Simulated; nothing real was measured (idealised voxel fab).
process module | voxel capacitor over wiring
cross-section cut | 265 nm wide | cells 5 nm
A cross-section is a grid of square cells, given in bands from the top down. A band is one or more rows of cells.
Each band's line starts with the height of the band's top and of its bottom, in nm. Then come its materials from left to right, each with its width in nm. One material with "throughout" fills the band from edge to edge. "air" is empty space.
Height 0 is the level under which the wafer as received is all one material. The lowest band goes on downwards, as in "0 down".
A width such as "30 to 40" changes by the same amount from each row of cells to the next, from the band's top row to its bottom row.
"no change" after a step means that no cell of the cross-section changed.
closed voids: empty space of 8 cells or more with no open way to the top, each as width x height at its distance from the left edge, in nm
after a step's settings: what the simulator itself notes on the step
overlay nm, on a step with a mask: how far to the right of its planned place the mask lay; to the left if negative
plan
1 op RECEIVE | material Si
2 op CONFORMAL_DEP | material SiO2 | thk nm 15
3 op CONFORMAL_DEP | material SiCN | thk nm 5
4 op DIRECTIONAL_DEP | material SiO2 | thk nm 10
5 op MASKED_ETCH | tone open | mask id METAL_1 | width nm 30 | pitch nm 90 | etch materials SiO2 | depth nm 20 | overlay nm 0
6 op MASKED_ETCH | tone open | mask id METAL_1 | width nm 30 | pitch nm 90 | etch materials SiCN | depth nm 5 | overlay nm 0
7 op CONFORMAL_DEP | material TiN | thk nm 5
8 op FILL_DEP | material Cu | thk nm 10
9 op CMP | height nm 40
10 op CONFORMAL_DEP | material SiCN | thk nm 5
11 op DIRECTIONAL_DEP | material lowk | thk nm 15
12 op PATTERN | tone open | mask id PLUG_1 | material resist | width nm 15 | thk nm 20 | overlay nm 0
13 op DIRECTIONAL_ETCH | etch materials lowk | depth nm 15
14 op DIRECTIONAL_ETCH | etch materials SiCN | depth nm 5
15 op STRIP | etch materials resist
16 op EPI | material Ru | thk nm 10
17 op EPI | material Ru | thk nm 10
18 op DIRECTIONAL_DEP | material TiN | thk nm 5
19 op DIRECTIONAL_DEP | material HfO2 | thk nm 5
20 op DIRECTIONAL_DEP | material TiN | thk nm 5
21 op DIRECTIONAL_DEP | material aC | thk nm 15
22 op PATTERN | tone cover | mask id UPPER_PLATE | material resist | width nm 65 | thk nm 30 | overlay nm 0
23 op DIRECTIONAL_ETCH | etch materials aC | depth nm 15
24 op STRIP | etch materials resist
25 op DIRECTIONAL_ETCH | etch materials TiN | depth nm 5
26 op DIRECTIONAL_ETCH | etch materials HfO2 | depth nm 5
27 op STRIP | etch materials aC
28 op MASKED_ETCH | tone cover | mask id LOWER_PLATE | width nm 75 | etch materials TiN | depth nm 5 | overlay nm 0
29 op FILL_DEP | material SiO2 | thk nm 15
30 op CMP | height nm 85
31 op DIRECTIONAL_DEP | material aC | thk nm 15
32 op PATTERN | tone open | mask id PLUG_2 | material resist | width nm 15 | thk nm 30 | overlay nm 0
33 op DIRECTIONAL_ETCH | etch materials aC | depth nm 15
34 op STRIP | etch materials resist
35 op DIRECTIONAL_ETCH | etch materials SiO2 | depth nm 10
36 op STRIP | etch materials aC
37 op CONFORMAL_DEP | material TiN | thk nm 5
38 op FILL_DEP | material Cu | thk nm 5
39 op CMP | height nm 85
40 op CONFORMAL_DEP | material SiCN | thk nm 5
varied across the wafers: thk nm of step 4. The plan shows the first wafer's value. All wafers start alike
first wafer as received, after step 1
  0 down: Si throughout
  closed voids: none
first wafer at the end, after step 40
  90 to 85: SiCN throughout
  85 to 80: SiO2 95 | TiN 5 | Cu 5 | TiN 5 | SiO2 155
  80 to 70: SiO2 95 to 85 | TiN 15 to 65 | SiO2 155 to 115
  70 to 65: SiO2 85 | HfO2 65 | SiO2 115
  65 to 60: SiO2 80 | TiN 75 | SiO2 110
  60 to 45: lowk 85 | Ru 15 | lowk 165
  45 to 40: SiCN 85 | Ru 15 | SiCN 165
  40 to 35: Cu throughout
  35 to 30: TiN 75 | Cu 20 | TiN 70 | Cu 20 | TiN 80
  30 to 20: SiO2 70 | TiN 5 | Cu 20 | TiN 5 | SiO2 60 | TiN 5 | Cu 20 | TiN 5 | SiO2 75
  20 to 15: SiCN 70 | TiN 30 | SiCN 60 | TiN 30 | SiCN 75
  15 to 0: SiO2 throughout
  0 down: Si throughout
  closed voids: none
last wafer at the end
  90 to 85: SiCN throughout
  85 to 80: SiO2 95 | TiN 5 | Cu 5 | TiN 5 | SiO2 155
  80 to 70: SiO2 95 to 85 | TiN 15 to 65 | SiO2 155 to 115
  70 to 65: SiO2 85 | HfO2 65 | SiO2 115
  65 to 60: SiO2 80 | TiN 75 | SiO2 110
  60 to 45: lowk 85 | Ru 15 | lowk 165
  45 to 40: SiCN 85 | Ru 15 | SiCN 165
  40 to 35: SiO2 70 | TiN 30 | SiO2 60 | TiN 30 | SiO2 75
  35 to 20: SiO2 throughout
  20 to 15: SiCN throughout
  15 to 0: SiO2 throughout
  0 down: Si throughout
  closed voids: none
each wafer at the end: cells of each material gained (+) or lost (-) since it was received, then its closed voids
thk nm 10 | +78 Cu | +13 HfO2 | +12 Ru | +144 SiCN | +459 SiO2 | +98 TiN | +150 lowk | closed voids: none
thk nm 15 | +33 Cu | +13 HfO2 | +12 Ru | +144 SiCN | +500 SiO2 | +102 TiN | +150 lowk | closed voids: none
thk nm 20 | +33 Cu | +13 HfO2 | +12 Ru | +144 SiCN | +541 SiO2 | +61 TiN | +150 lowk | closed voids: none
thk nm 25 | +17 Cu | +13 HfO2 | +12 Ru | +156 SiCN | +553 SiO2 | +53 TiN | +150 lowk | closed voids: none
thk nm 30 | +9 Cu | +13 HfO2 | +12 Ru | +156 SiCN | +565 SiO2 | +49 TiN | +150 lowk | closed voids: none
thk nm 35 | +1 Cu | +13 HfO2 | +12 Ru | +156 SiCN | +577 SiO2 | +45 TiN | +150 lowk | closed voids: none
